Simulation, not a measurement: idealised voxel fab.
Title: Process Module voxel plated lines
170 nm wide, 5 nm square cells: that's cross-section cut.
A cross-section in this document is a grid of square cells, and it is written down as bands, the top band listed before the ones below it; a band is made up of one or more rows of cells.
The band entry comprises the height of the band's top followed by the height of its bottom, expressed in nm, and subsequently the band's materials from left to right, each stated together with its width in nm. Where a single material is marked with the word "full width", that material fills the band from edge to edge. The word "empty" represents empty space.
Basically, 0 is our baseline, since under it the wafer straight out of the box is all one material. The bottom band has no lower end and keeps on going down, so it looks like "0..down".
Think of "30..40" as a width that walks from the first number to the second as you go down the band, top row to bottom row, taking equal-sized steps from row to row.
What does "identical to before" mean for a step? It means no cell of the cross-section changed in that step.
The entry "Enclosed internal voids" lists the empty spaces that cover at least 8 cells and have no open path to the top. Each is written as width x height at distance, where the distance is measured from the left edge and all three values are in nm.
Text after the settings on a step's line: the simulator's own remark on that step.
overlay nm: for a step with a mask, the amount by which the mask lay right of where it was planned; a negative amount means left of it.
# Set out below are the planned steps of the process
1. RECEIVE | material Si
2. CONFORMAL_DEP | material SiN | thk nm 5
3. DIRECTIONAL_DEP | material TiN | thk nm 5
4. PATTERN | tone open | mask id LINES | material resist | width nm 25 | pitch nm 40 | thk nm 25 | overlay nm 0
5. EPI | material Ru | thk nm 5
6. EPI | material Ru | thk nm 5
7. STRIP | etch materials resist
8. DIRECTIONAL_ETCH | etch materials TiN | depth nm 5
9. CONFORMAL_DEP | material SiO2 | thk nm 5
# Wafer at receipt (post step 1), cross-section
    0..down = Si full width
    Enclosed internal voids: none
# Wafer at module end, in section. Began as above, planned as above, run with one mistake
    25..20 = empty: 40 / SiO2: 35 / empty: 5 / SiO2: 35 / empty: 55
    20..10 = empty: 40 / SiO2: 5 / Ru: 25 / SiO2: 5 / empty: 5 / SiO2: 5 / Ru: 25 / SiO2: 5 / empty: 55
    10..5 = SiO2: 45 / TiN: 25 / SiO2: 15 / TiN: 25 / SiO2: 60
    5..0 = SiN full width
    0..down = Si full width
    Enclosed internal voids: none
Which mistake was made when the wafer was run? rather than as planned, step 4 actually ran as PATTERN | tone open | mask id LINES | material resist | width nm 25 | pitch nm 40 | thk nm 25 | overlay nm -5
